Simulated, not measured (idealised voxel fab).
A process module follows: voxel capacitor over wiring.
165 nm wide, 5 nm square cells: that's cross-section cut.
We lay out every cross-section as a grid of square cells and spell it out in bands from the top down, where one band means one or more rows of cells. Heads up on the band format: heights come first, top then bottom, in nm. After that it's the materials left to right, each with its width in nm. A single material flagged "full width" fills the whole band edge to edge, and "empty" means there's empty space there. The reference from which all heights are counted is 0, the level beneath which the as-received wafer is entirely one material; the lowest band, having no lower bound, proceeds downward and is written after the example "from 0 down". So if you see something like "30..40" for the width, read it as the top row of the band sitting at the first number and the bottom row at the second, with every row in between moving by the same amount as the last. Key: "remains unaltered" - step with no changed cell in the cross-section. Reported under the label "Completely sealed voids" are the empty spaces having no open way to the top and comprising 8 cells or more; the notation for each is width x height at distance, in which the distance is measured from the left edge and all three values are in nm. Past the settings on a step's line: simulator remark, on that step. The line of a step may include "overlay nm". On a step with a mask, this value is how far to the right of its planned place the mask lay. A negative value means the mask lay to the left.
List of planned process steps:
| 1 | RECEIVE with material Si |
| 2 | CONFORMAL_DEP with material SiO2, thk nm 10 |
| 3 | DIRECTIONAL_DEP with material TiN, thk nm 5 |
| 4 | DIRECTIONAL_DEP with material W, thk nm 15 |
| 5 | MASKED_ETCH with tone cover, mask id METAL_1, width nm 30, pitch nm 95, etch materials W, depth nm 15, overlay nm 0 |
| 6 | MASKED_ETCH with tone cover, mask id METAL_1, width nm 30, pitch nm 95, etch materials TiN, depth nm 5, overlay nm 0 |
| 7 | FILL_DEP with material lowk, thk nm 10 |
| 8 | CMP with height nm 30 |
| 9 | CONFORMAL_DEP with material SiCN, thk nm 5 |
| 10 | DIRECTIONAL_DEP with material SiO2, thk nm 20 |
| 11 | PATTERN with tone open, mask id PLUG_1, material resist, width nm 15, thk nm 15, overlay nm 0 |
| 12 | DIRECTIONAL_ETCH with etch materials SiO2, depth nm 20 |
| 13 | DIRECTIONAL_ETCH with etch materials SiCN, depth nm 5 |
| 14 | STRIP with etch materials resist |
| 15 | CONFORMAL_DEP with material TiN, thk nm 5 |
| 16 | FILL_DEP with material W, thk nm 5 |
| 17 | CMP with height nm 55 |
| 18 | DIRECTIONAL_DEP with material TiN, thk nm 10 |
| 19 | DIRECTIONAL_DEP with material SiN, thk nm 5 |
| 20 | DIRECTIONAL_DEP with material TiN, thk nm 5 |
| 21 | DIRECTIONAL_DEP with material aC, thk nm 10 |
| 22 | PATTERN with tone cover, mask id UPPER_PLATE, material resist, width nm 70, thk nm 30, overlay nm 0 |
| 23 | DIRECTIONAL_ETCH with etch materials aC, depth nm 10 |
| 24 | STRIP with etch materials resist |
| 25 | DIRECTIONAL_ETCH with etch materials TiN, depth nm 5 |
| 26 | DIRECTIONAL_ETCH with etch materials SiN, depth nm 5 |
| 27 | STRIP with etch materials aC |
| 28 | PATTERN with tone cover, mask id LOWER_PLATE, material resist, width nm 80, thk nm 15, overlay nm 0 |
| 29 | DIRECTIONAL_ETCH with etch materials TiN, depth nm 10 |
| 30 | STRIP with etch materials resist |
| 31 | FILL_DEP with material SiO2, thk nm 20 |
| 32 | CMP with height nm 90 |
| 33 | MASKED_ETCH with tone open, mask id PLUG_2, width nm 15, etch materials SiO2, depth nm 15, overlay nm 0 |
| 34 | CONFORMAL_DEP with material TiN, thk nm 5 |
| 35 | FILL_DEP with material Ru, thk nm 5 |
| 36 | CMP with height nm 90 |
| 37 | CONFORMAL_DEP with material SiN, thk nm 5 |
Wafer as received: cross-section following step 1:
> from 0 down | Si full width
> Completely sealed voids: none
This is how the wafer looks in cross-section once the module is done, given the starting state and plan above and one mistake in carrying the plan out:
> from 105 to 90 | SiN full width
> from 90 to 80 | SiO2=45, TiN=5, Ru=5, TiN=5, SiO2=105
> from 80 to 70 | SiO2=45..35, TiN=15..70, SiO2=105..60
> from 70 to 65 | SiO2=35, SiN=70, SiO2=60
> from 65 to 55 | SiO2=30, TiN=80, SiO2=55
> from 55 to 35 | SiO2=35, TiN=5, W=5, TiN=5, SiO2=115
> from 35 to 30 | SiCN=35, TiN=15, SiCN=115
> from 30 to 15 | lowk=20, W=30, lowk=65, W=30, lowk=20
> from 15 to 10 | lowk=20, TiN=30, lowk=65, TiN=30, lowk=20
> from 10 to 0 | SiO2 full width
> from 0 down | Si full width
> Completely sealed voids: none
Which mistake was made when the wafer was run? for step 37, the planned setting was not used; the step was instead run as CONFORMAL_DEP with material SiN, thk nm 15
